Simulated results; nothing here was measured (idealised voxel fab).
Documented hereafter: the process module known as voxel fin reveal.
Square cells of 5 nm make up the cross-section cut, whose width is 155 nm.
Cross-section = grid of square cells, listed top down in bands; band = one or more rows. This entry defines a band. It first specifies the height of the band's top and the height of its bottom in nm, and then specifies the band's materials from left to right, stating each material with its width in nm. The word "everywhere" identifies a single material that fills the band from edge to edge, while the word "empty" identifies empty space. Basically, 0 is our baseline, since under it the wafer straight out of the box is all one material. The bottom band has no lower end and keeps on going down, so it looks like "0 down". A width such as "30->40" changes by the same amount from each row of cells to the next, from the band's top row to its bottom row. Given "remained the same" for a step, no cell of the cross-section differs between before and after that step. Under "Enclosed empty spaces" you'll find the enclosed gaps, the ones with no way out to the top, that are 8 cells or bigger; each reads width x height at distance, with distance counted from the left edge, everything in nm. Read whatever lies past the settings on a step's line as the simulator's own remark about the step. The line of a step may include "overlay nm". On a step with a mask, this value is how far to the right of its planned place the mask lay. A negative value means the mask lay to the left.
THE PROCESS STEPS THAT WERE PLANNED ARE LISTED BELOW
1,RECEIVE,material Si
2,CONFORMAL_DEP,material SiN,thk nm 10
3,DIRECTIONAL_DEP,material aC,thk nm 15
4,PATTERN,tone cover,mask id FINS,material resist,width nm 15,pitch nm 40,thk nm 30,overlay nm 0
5,DIRECTIONAL_ETCH,etch materials aC,depth nm 15
6,STRIP,etch materials resist
7,DIRECTIONAL_ETCH,etch materials SiN,depth nm 10
8,DIRECTIONAL_ETCH,etch materials Si,depth nm 30
9,STRIP,etch materials aC
10,FILL_DEP,material SiO2,thk nm 15
11,CMP,height nm 10
12,SELECTIVE_ETCH,etch materials SiO2,depth nm 30
13,STRIP,etch materials SiN
14,CONFORMAL_DEP,material HfO2,thk nm 5
AS RECEIVED, AFTER STEP 1
0 down = Si everywhere
Enclosed empty spaces: none
LOOKING AT THE FIRST OF TWO WAFERS IN CROSS-SECTION AT END OF MODULE - RAN TO PLAN
5 to 0 = 45 nm empty, then 25 nm HfO2, then 15 nm empty, then 25 nm HfO2, then 45 nm empty
0 to -15 = 45 nm empty, then 5 nm HfO2, then 15 nm Si, then 5 nm HfO2, then 15 nm empty, then 5 nm HfO2, then 15 nm Si, then 5 nm HfO2, then 45 nm empty
-15 to -20 = 50 nm HfO2, then 15 nm Si, then 25 nm HfO2, then 15 nm Si, then 50 nm HfO2
-20 to -30 = 50 nm SiO2, then 15 nm Si, then 25 nm SiO2, then 15 nm Si, then 50 nm SiO2
-30 down = Si everywhere
Enclosed empty spaces: none
WAFER TWO (OF TWO), END-OF-MODULE CROSS-SECTION: START = WAFER ONE, PLAN = WAFER ONE, ONE RUN MISTAKE
5 to 0 = 55 nm empty, then 25 nm HfO2, then 15 nm empty, then 25 nm HfO2, then 35 nm empty
0 to -15 = 55 nm empty, then 5 nm HfO2, then 15 nm Si, then 5 nm HfO2, then 15 nm empty, then 5 nm HfO2, then 15 nm Si, then 5 nm HfO2, then 35 nm empty
-15 to -20 = 60 nm HfO2, then 15 nm Si, then 25 nm HfO2, then 15 nm Si, then 40 nm HfO2
-20 to -30 = 60 nm SiO2, then 15 nm Si, then 25 nm SiO2, then 15 nm Si, then 40 nm SiO2
-30 down = Si everywhere
Enclosed empty spaces: none
So what did we get wrong on this run? so step 4 ended up running with a different setting than we planned, it ran as PATTERN,tone cover,mask id FINS,material resist,width nm 15,pitch nm 40,thk nm 30,overlay nm 10
At the end, the second wafer has the same number of cells of each material as the first, but those cells sit in other places.
